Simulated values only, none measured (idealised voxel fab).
Process module in this document: voxel self aligned vias
The cross-section on display is named cut; it measures 195 nm wide, and its cells are 5 nm squares.
For the purposes of this document, a cross-section shall be understood as a grid of square cells, specified as bands listed in top-to-bottom order, each band consisting of one or more rows of cells. This entry defines a band. It first specifies the height of the band's top and the height of its bottom in nm, and then specifies the band's materials from left to right, stating each material with its width in nm. The word "edge to edge" identifies a single material that fills the band from edge to edge, while the word "empty" identifies empty space. Convention: height 0 is the level below which the wafer, as received, is all one material. The lowest band does not terminate at the bottom but continues downward, represented as "0 nm and below". Graded width ("30->40"): value in top row of band = first number; value in bottom row = second number; row-to-row change constant. Any step labelled "left unchanged" changed none of the cells in the cross-section. "Enclosed void inventory" - sealed voids, min. 8 cells, no opening to top; format: width x height at distance (distance from left edge; nm throughout). On each step's line, the part that comes after the settings is the simulator's own comment on the step. On any step carrying a mask, the "overlay nm" setting, if present on the step's line, tells how far right of its planned place the mask lay; negative values point to the left.
List of planned process steps:
1 RECEIVE [material Si]
2 CONFORMAL_DEP [material SiO2] [thk nm 10]
3 CONFORMAL_DEP [material SiCN] [thk nm 5]
4 DIRECTIONAL_DEP [material lowk] [thk nm 25]
5 PATTERN [tone open] [mask id LINES] [material resist] [width nm 25] [pitch nm 65] [thk nm 15] [overlay nm 0]
6 DIRECTIONAL_ETCH [etch materials lowk] [depth nm 25]
7 STRIP [etch materials resist]
8 CONFORMAL_DEP [material TiN] [thk nm 5]
9 FILL_DEP [material W] [thk nm 5]
10 CMP [height nm 40]
11 SELECTIVE_ETCH [etch materials W Ru TiN] [depth nm 5]
12 FILL_DEP [material SiN] [thk nm 5]
13 CMP [height nm 40]
14 DIRECTIONAL_DEP [material lowk] [thk nm 20]
15 PATTERN [tone open] [mask id VIAS] [material resist] [width nm 35] [pitch nm 65] [thk nm 15] [overlay nm 0]
16 DIRECTIONAL_ETCH [etch materials lowk] [depth nm 20]
17 DIRECTIONAL_ETCH [etch materials SiN] [depth nm 5]
18 STRIP [etch materials resist]
19 CONFORMAL_DEP [material TiN] [thk nm 5]
20 FILL_DEP [material Ru] [thk nm 10]
21 CMP [height nm 60]
22 CONFORMAL_DEP [material SiCN] [thk nm 5]
As received (post step 1): cross-section:
* 0 nm and below: Si edge to edge
* Enclosed void inventory: none
Wafer cross-section at module end: first of two, run to plan:
* 65 nm to 60 nm: SiCN edge to edge
* 60 nm to 45 nm: lowk=45, TiN=5, Ru=25, TiN=5, lowk=30, TiN=5, Ru=25, TiN=5, lowk=50
* 45 nm to 40 nm: lowk=45, TiN=10, Ru=15, TiN=10, lowk=30, TiN=10, Ru=15, TiN=10, lowk=50
* 40 nm to 35 nm: lowk=50, TiN=25, lowk=40, TiN=25, lowk=55
* 35 nm to 20 nm: lowk=50, TiN=5, W=15, TiN=5, lowk=40, TiN=5, W=15, TiN=5, lowk=55
* 20 nm to 15 nm: lowk=50, TiN=25, lowk=40, TiN=25, lowk=55
* 15 nm to 10 nm: SiCN edge to edge
* 10 nm to 0 nm: SiO2 edge to edge
* 0 nm and below: Si edge to edge
* Enclosed void inventory: none
Cross-section, second wafer: same start as the first, same plan as the first, one mistake in running it; taken at the end of the module:
* 65 nm to 60 nm: SiCN edge to edge
* 60 nm to 45 nm: Ru=40, TiN=5, lowk=35, TiN=5, Ru=20, TiN=5, lowk=35, TiN=5, Ru=45
* 45 nm to 40 nm: TiN=45, lowk=35, TiN=30, lowk=35, TiN=50
* 40 nm to 35 nm: lowk=50, SiN=25, lowk=40, SiN=25, lowk=55
* 35 nm to 20 nm: lowk=50, TiN=5, W=15, TiN=5, lowk=40, TiN=5, W=15, TiN=5, lowk=55
* 20 nm to 15 nm: lowk=50, TiN=25, lowk=40, TiN=25, lowk=55
* 15 nm to 10 nm: SiCN edge to edge
* 10 nm to 0 nm: SiO2 edge to edge
* 0 nm and below: Si edge to edge
* Enclosed void inventory: none
The mistake made against the process plan was this: in deviation from the planned setting, step 15 was conducted as PATTERN [tone cover] [mask id VIAS] [material resist] [width nm 35] [pitch nm 65] [thk nm 15] [overlay nm 0]
Final comparison by cell count, materials where the second wafer has more or fewer than the first: Ru: 27 more; SiN: 10 more; TiN: 7 more; lowk: 44 fewer
